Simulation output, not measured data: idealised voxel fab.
This is a process module. Its name is voxel ribs on slabs.
It is cross-section cut that appears here, measuring 175 nm in width, its square cells being 5 nm in size.
Cross-section layout: square cells on a grid; listed as bands, top to bottom; a band spans one or more cell rows. A band entry consists of two parts. The first gives the height of the band's top and the height of its bottom, in nm. The rest lists the band's materials from left to right, each with its width in nm. A single material labelled with the word "edge to edge" fills the band from edge to edge, and the word "empty" marks empty space. Height datum 0, below which the as-received substrate wafer is one material. Lowest band open at the bottom, running downward: "0 and below". Top row gets the first number, bottom row gets the second, and each row in between changes by the same step: that is how a band width like "30 to 40" works. "same as before" for a step: no cell of the cross-section changed in that step. For the entry "Cavities, closed", the listed items are empty spaces with no open way to the top whose size is 8 cells or more; each item follows the pattern width x height at distance, where distance is from the left edge and all three are in nm. after a step's settings: what the simulator itself notes on the step. overlay nm: right-of-plan distance of the mask on a masked step; negative values mean left-of-plan.

## Steps in the process plan
1,RECEIVE with material Si
2,DIRECTIONAL_DEP with material SiO2, thk nm 30
3,DIRECTIONAL_DEP with material SiN, thk nm 15
4,DIRECTIONAL_DEP with material aC, thk nm 15
5,PATTERN with tone cover, mask id RIB, material resist, width nm 15, thk nm 35, overlay nm 0
6,DIRECTIONAL_ETCH with etch materials aC, depth nm 15
7,STRIP with etch materials resist
8,DIRECTIONAL_ETCH with etch materials SiN, depth nm 5
9,STRIP with etch materials aC
10,DIRECTIONAL_DEP with material aC, thk nm 15
11,PATTERN with tone cover, mask id SLAB, material resist, width nm 45, thk nm 35, overlay nm 0
12,DIRECTIONAL_ETCH with etch materials aC, depth nm 15
13,STRIP with etch materials resist
14,DIRECTIONAL_ETCH with etch materials SiN, depth nm 10
15,STRIP with etch materials aC
16,FILL_DEP with material SiO2, thk nm 20
17,CMP with height nm 55
18,DIRECTIONAL_DEP with material W, thk nm 10
19,DIRECTIONAL_DEP with material aC, thk nm 10
20,PATTERN with tone cover, mask id HEATER, material resist, width nm 25, thk nm 30, overlay nm 0
21,DIRECTIONAL_ETCH with etch materials aC, depth nm 10
22,STRIP with etch materials resist
23,DIRECTIONAL_ETCH with etch materials W, depth nm 10
24,STRIP with etch materials aC
25,CONFORMAL_DEP with material SiN, thk nm 10

## First of two wafers, with the run carried out as planned

## Cross-section of the wafer at receipt, which is the condition after step 1
    0 and below  Si edge to edge
    Cavities, closed: none

## Cross-section: wafer state after step 2
    30 down to 0  SiO2 edge to edge
    Lower than 0, everything is as it was.

## Cross-section: wafer state after step 3
    45 down to 30  SiN edge to edge
    Lower than 30, everything is as it was.

## Cross-section: wafer state after step 4
    60 down to 45  aC edge to edge
    Lower than 45, everything is as it was.

## Cross-section: wafer state after step 5
    95 down to 60  80 of empty | 15 of resist | 80 of empty
    Lower than 60, everything is as it was.

## Cross-section: wafer state after step 6
    80 down to 60  80 of empty | 15 of resist | 80 of empty
    60 down to 45  80 of empty | 15 of aC | 80 of empty
    Lower than 45, everything is as it was.

## Cross-section: wafer state after step 7
    60 down to 45  80 of empty | 15 of aC | 80 of empty
    Lower than 45, everything is as it was.

## Cross-section: wafer state after step 8
    60 down to 45  80 of empty | 15 of aC | 80 of empty
    45 down to 40  80 of empty | 15 of SiN | 80 of empty
    Lower than 40, everything is as it was.

## Cross-section: wafer state after step 9
    45 down to 40  80 of empty | 15 of SiN | 80 of empty
    Lower than 40, everything is as it was.

## Cross-section: wafer state after step 10
    60 down to 55  80 of empty | 15 of aC | 80 of empty
    55 down to 45  aC edge to edge
    45 down to 40  80 of aC | 15 of SiN | 80 of aC
    Lower than 40, everything is as it was.

## Cross-section: wafer state after step 11
    95 down to 60  65 of empty | 45 of resist | 65 of empty
    60 down to 55  65 of empty | 15 of resist | 15 of aC | 15 of resist | 65 of empty
    Lower than 55, everything is as it was.

## Cross-section: wafer state after step 12
    80 down to 60  65 of empty | 45 of resist | 65 of empty
    60 down to 55  65 of empty | 15 of resist | 15 of aC | 15 of resist | 65 of empty
    55 down to 45  65 of empty | 45 of aC | 65 of empty
    45 down to 40  65 of empty | 15 of aC | 15 of SiN | 15 of aC | 65 of empty
    Lower than 40, everything is as it was.

## Cross-section: wafer state after step 13
    60 down to 55  80 of empty | 15 of aC | 80 of empty
    Lower than 55, everything is as it was.

## Cross-section: wafer state after step 14
    60 down to 55  80 of empty | 15 of aC | 80 of empty
    55 down to 45  65 of empty | 45 of aC | 65 of empty
    45 down to 40  65 of empty | 15 of aC | 15 of SiN | 15 of aC | 65 of empty
    40 down to 30  65 of empty | 45 of SiN | 65 of empty
    Lower than 30, everything is as it was.

## Cross-section: wafer state after step 15
    45 down to 40  80 of empty | 15 of SiN | 80 of empty
    Lower than 40, everything is as it was.

## Cross-section: wafer state after step 16
    65 down to 45  SiO2 edge to edge
    45 down to 40  80 of SiO2 | 15 of SiN | 80 of SiO2
    40 down to 30  65 of SiO2 | 45 of SiN | 65 of SiO2
    Lower than 30, everything is as it was.

## Cross-section: wafer state after step 17
    55 down to 45  SiO2 edge to edge
    Lower than 45, everything is as it was.

## Cross-section: wafer state after step 18
    65 down to 55  W edge to edge
    Lower than 55, everything is as it was.

## Cross-section: wafer state after step 19
    75 down to 65  aC edge to edge
    Lower than 65, everything is as it was.

## Cross-section: wafer state after step 20
    105 down to 75  75 of empty | 25 of resist | 75 of empty
    Lower than 75, everything is as it was.

## Cross-section: wafer state after step 21
    95 down to 75  75 of empty | 25 of resist | 75 of empty
    75 down to 65  75 of empty | 25 of aC | 75 of empty
    Lower than 65, everything is as it was.

## Cross-section: wafer state after step 22
    75 down to 65  75 of empty | 25 of aC | 75 of empty
    Lower than 65, everything is as it was.

## Cross-section: wafer state after step 23
    75 down to 65  75 of empty | 25 of aC | 75 of empty
    65 down to 55  75 of empty | 25 of W | 75 of empty
    Lower than 55, everything is as it was.

## Cross-section: wafer state after step 24
    65 down to 55  75 of empty | 25 of W | 75 of empty
    Lower than 55, everything is as it was.

## Cross-section: wafer state after step 25
    75 down to 65  65 of empty | 45 of SiN | 65 of empty
    65 down to 55  75 of SiN | 25 of W | 75 of SiN
    Lower than 55, everything is as it was.

## Wafer two of the pair: same origin, same plan, one error during the run; identical to wafer one up to and including step 22

## Here is the second wafer in cross-section at the point where step 23 of the plan should have been done
    75 down to 65  75 of empty | 25 of aC | 75 of empty
    65 down to 60  75 of empty | 25 of W | 75 of empty
    Lower than 60, everything is as it was.

## Here is the second wafer in cross-section at the point where step 24 of the plan should have been done
    65 down to 60  75 of empty | 25 of W | 75 of empty
    Lower than 60, everything is as it was.

## Here is the second wafer in cross-section at the point where step 25 of the plan should have been done
    75 down to 70  65 of empty | 45 of SiN | 65 of empty
    70 down to 65  SiN edge to edge
    65 down to 60  75 of SiN | 25 of W | 75 of SiN
    Lower than 60, everything is as it was.
Where did the run depart from the plan? rather than as planned, step 23 actually ran as DIRECTIONAL_ETCH with etch materials W, depth nm 5
Final wafer comparison in cells, second versus first, more or fewer per material: SiN: 4 fewer | W: 30 more
